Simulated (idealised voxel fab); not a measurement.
Proc. module: voxel transistor to metal
Cross-section cut spans 200 nm and uses square cells 5 nm in size.
We lay out every cross-section as a grid of square cells and spell it out in bands from the top down, where one band means one or more rows of cells. Look at the band entry: it leads with the top's height and the bottom's height in nm. Then it lists the materials left to right, with a width in nm for each. The word "edge to edge" on a single material says that material fills the band edge to edge. The word "air" is empty space. Heights are reckoned from 0. Under this level, the received wafer is all of one material. The bottommost band is open-ended downward, for example "0 down". Width spec "30 to 40" -> top row of cells at first value, bottom row at second value, equal per-row change in between. Key: "nothing got changed" - step with no changed cell in the cross-section. The list in "Closed cavities" covers empty spaces of 8 cells or more that cannot reach the top through any open way, and it gives each as width x height at distance; the distance is from the left edge, and width, height and distance are in nm. The remark found on a step's line after its settings is issued by the simulator itself and pertains to that step. The optional step-line setting "overlay nm" applies to steps with a mask and quantifies how far to the right of its planned location the mask lay, a negative value indicating leftward placement.

-- The steps planned for the process are as follows
- 1: RECEIVE,material Si
- 2: CONFORMAL_DEP,material SiO2,thk nm 5
- 3: CONFORMAL_DEP,material SiN,thk nm 10
- 4: MASKED_ETCH,tone cover,mask id ACTIVE,width nm 135,etch materials SiN,depth nm 10,overlay nm 0
- 5: MASKED_ETCH,tone cover,mask id ACTIVE,width nm 135,etch materials SiO2,depth nm 5,overlay nm 0
- 6: MASKED_ETCH,tone cover,mask id ACTIVE,width nm 135,etch materials Si,depth nm 35,overlay nm 0
- 7: OXIDIZE,depth nm 5
- 8: FILL_DEP,material SiO2,thk nm 10
- 9: CMP,height nm 15
- 10: SELECTIVE_ETCH,etch materials SiO2,depth nm 5
- 11: STRIP,etch materials SiN
- 12: SELECTIVE_ETCH,etch materials SiO2,depth nm 5
- 13: OXIDIZE,depth nm 5
- 14: DIRECTIONAL_DEP,material polySi,thk nm 30
- 15: DIRECTIONAL_DEP,material SiCN,thk nm 15
- 16: DIRECTIONAL_DEP,material aC,thk nm 15
- 17: PATTERN,tone cover,mask id GATE,material resist,width nm 35,thk nm 35,overlay nm 0
- 18: DIRECTIONAL_ETCH,etch materials aC,depth nm 15
- 19: STRIP,etch materials resist
- 20: DIRECTIONAL_ETCH,etch materials SiCN,depth nm 25
- 21: DIRECTIONAL_ETCH,etch materials polySi,depth nm 40
- 22: STRIP,etch materials aC
- 23: CONFORMAL_DEP,material SiO2,thk nm 5
- 24: DIRECTIONAL_ETCH,etch materials SiO2,depth nm 5
- 25: CONFORMAL_DEP,material SiN,thk nm 10
- 26: DIRECTIONAL_ETCH,etch materials SiN,depth nm 10
- 27: DIRECTIONAL_ETCH,etch materials SiO2,depth nm 5
- 28: DIRECTIONAL_ETCH,etch materials Si,depth nm 5
- 29: EPI,material pSi,thk nm 5
- 30: FILL_DEP,material SiO2,thk nm 5
- 31: CMP,height nm 30
- 32: STRIP,etch materials polySi
- 33: SELECTIVE_ETCH,etch materials SiO2,depth nm 5
- 34: CONFORMAL_DEP,material HfO2,thk nm 5
- 35: CONFORMAL_DEP,material TiN,thk nm 5
- 36: FILL_DEP,material W,thk nm 5
- 37: CMP,height nm 25
- 38: DIRECTIONAL_DEP,material SiO2,thk nm 10
- 39: PATTERN,tone open,mask id CONTACT,material resist,width nm 20,pitch nm 95,thk nm 15,overlay nm 0
- 40: DIRECTIONAL_ETCH,etch materials SiO2,depth nm 40
- 41: STRIP,etch materials resist
- 42: CONFORMAL_DEP,material TiN,thk nm 5
- 43: FILL_DEP,material W,thk nm 10
- 44: CMP,height nm 35
- 45: DIRECTIONAL_DEP,material TiN,thk nm 5
- 46: DIRECTIONAL_DEP,material Ru,thk nm 15
- 47: MASKED_ETCH,tone cover,mask id METAL_1,width nm 20,pitch nm 95,etch materials Ru,depth nm 15,overlay nm 0
- 48: MASKED_ETCH,tone cover,mask id METAL_1,width nm 20,pitch nm 95,etch materials TiN,depth nm 5,overlay nm 0
- 49: CONFORMAL_DEP,material SiN,thk nm 5
- 50: FILL_DEP,material lowk,thk nm 5
- 51: CMP,height nm 55
- 52: CONFORMAL_DEP,material SiCN,thk nm 5

-- Incoming wafer in cross-section (state: after step 1)
    0 down: Si edge to edge
    Closed cavities: none

-- Wafer at module end, in section. Began as above, planned as above, run with one mistake
    60 to 55: SiCN edge to edge
    55 to 45: Ru (40) | SiN (5) | lowk (10) | SiN (5) | Ru (75) | SiN (5) | lowk (10) | SiN (5) | Ru (45)
    45 to 40: Ru (40) | SiN (20) | Ru (75) | SiN (20) | Ru (45)
    40 to 35: TiN edge to edge
    35 to 25: SiO2 (40) | TiN (5) | W (10) | TiN (5) | SiO2 (75) | TiN (5) | W (10) | TiN (5) | SiO2 (45)
    25 to 5: SiO2 (40) | TiN (5) | W (10) | TiN (5) | SiO2 (5) | SiN (10) | HfO2 (5) | TiN (5) | W (25) | TiN (5) | HfO2 (5) | SiN (10) | SiO2 (5) | TiN (5) | W (10) | TiN (5) | SiO2 (45)
    5 to 0: SiO2 (30) | SiN (10) | TiN (10) | W (5) | TiN (5) | SiO2 (5) | SiN (10) | HfO2 (5) | TiN (35) | HfO2 (5) | SiN (10) | SiO2 (5) | TiN (5) | W (5) | TiN (10) | SiN (10) | SiO2 (35)
    0 to -5: SiO2 (40) | pSi (5) | TiN (15) | pSi (5) | SiO2 (10) | HfO2 (45) | SiO2 (10) | pSi (5) | TiN (15) | pSi (5) | SiO2 (45)
    -5 to -10: SiO2 (35) | Si (5) | pSi (25) | Si (65) | pSi (25) | Si (5) | SiO2 (40)
    -10 to -40: SiO2 (35) | Si (125) | SiO2 (40)
    -40 down: Si edge to edge
    Closed cavities: none
The mistake made against the process plan was this: note that step 47 departed from the planned setting and was carried out as MASKED_ETCH,tone open,mask id METAL_1,width nm 20,pitch nm 95,etch materials Ru,depth nm 15,overlay nm 0
